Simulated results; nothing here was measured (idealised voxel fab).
process module | voxel self aligned vias
cross-section cut | 255 nm wide | cells 5 nm
A cross-section is a grid of square cells, given in bands from the top down. A band is one or more rows of cells.
Each band's line starts with the height of the band's top and of its bottom, in nm. Then come its materials from left to right, each with its width in nm. One material with "throughout" fills the band from edge to edge. "air" is empty space.
Height 0 is the level under which the wafer as received is all one material. The lowest band goes on downwards, as in "0 down".
A width such as "30 to 40" changes by the same amount from each row of cells to the next, from the band's top row to its bottom row.
"no change" after a step means that no cell of the cross-section changed.
closed voids: empty space of 8 cells or more with no open way to the top, each as width x height at its distance from the left edge, in nm
after a step's settings: what the simulator itself notes on the step
overlay nm, on a step with a mask: how far to the right of its planned place the mask lay; to the left if negative
plan
1 op RECEIVE | material Si
2 op CONFORMAL_DEP | material SiO2 | thk nm 10
3 op CONFORMAL_DEP | material SiCN | thk nm 5
4 op DIRECTIONAL_DEP | material SiO2 | thk nm 20
5 op DIRECTIONAL_DEP | material aC | thk nm 15
6 op PATTERN | tone open | mask id LINES | material resist | width nm 30 | pitch nm 55 | thk nm 35 | overlay nm 0
7 op DIRECTIONAL_ETCH | etch materials aC | depth nm 15
8 op STRIP | etch materials resist
9 op DIRECTIONAL_ETCH | etch materials SiO2 | depth nm 20
10 op STRIP | etch materials aC
11 op CONFORMAL_DEP | material TiN | thk nm 5
12 op FILL_DEP | material Ru | thk nm 5
13 op CMP | height nm 35
14 op SELECTIVE_ETCH | etch materials W Ru TiN | depth nm 5
15 op FILL_DEP | material SiN | thk nm 10
16 op CMP | height nm 35
17 op DIRECTIONAL_DEP | material SiO2 | thk nm 20
18 op PATTERN | tone open | mask id VIAS | material resist | width nm 40 | pitch nm 110 | thk nm 20 | overlay nm 0
19 op DIRECTIONAL_ETCH | etch materials SiO2 | depth nm 20
20 op DIRECTIONAL_ETCH | etch materials SiN | depth nm 5
21 op STRIP | etch materials resist
22 op CONFORMAL_DEP | material TiN | thk nm 5
23 op FILL_DEP | material W | thk nm 5
24 op CMP | height nm 55
25 op CONFORMAL_DEP | material SiCN | thk nm 5
as received, after step 1
  0 down: Si throughout
  closed voids: none
a wafer at the end: this start, this plan, one mistake
  60 to 55: SiCN throughout
  55 to 35: SiO2 50 | TiN 5 | W 30 | TiN 5 | SiO2 70 | TiN 5 | W 30 | TiN 5 | SiO2 55
  35 to 30: SiN 50 | TiN 40 | SiN 70 | TiN 40 | SiN 55
  30 to 25: TiN 60 | Ru 20 | TiN 35 | Ru 20 | TiN 35 | Ru 20 | TiN 65
  25 to 10: SiO2 55 | TiN 5 | Ru 20 | TiN 5 | SiO2 25 | TiN 5 | Ru 20 | TiN 5 | SiO2 25 | TiN 5 | Ru 20 | TiN 5 | SiO2 60
  10 to 5: SiO2 55 | TiN 30 | SiO2 25 | TiN 30 | SiO2 25 | TiN 30 | SiO2 60
  5 to 0: SiCN throughout
  0 down: Si throughout
  closed voids: none
what went wrong: step 2 was left out
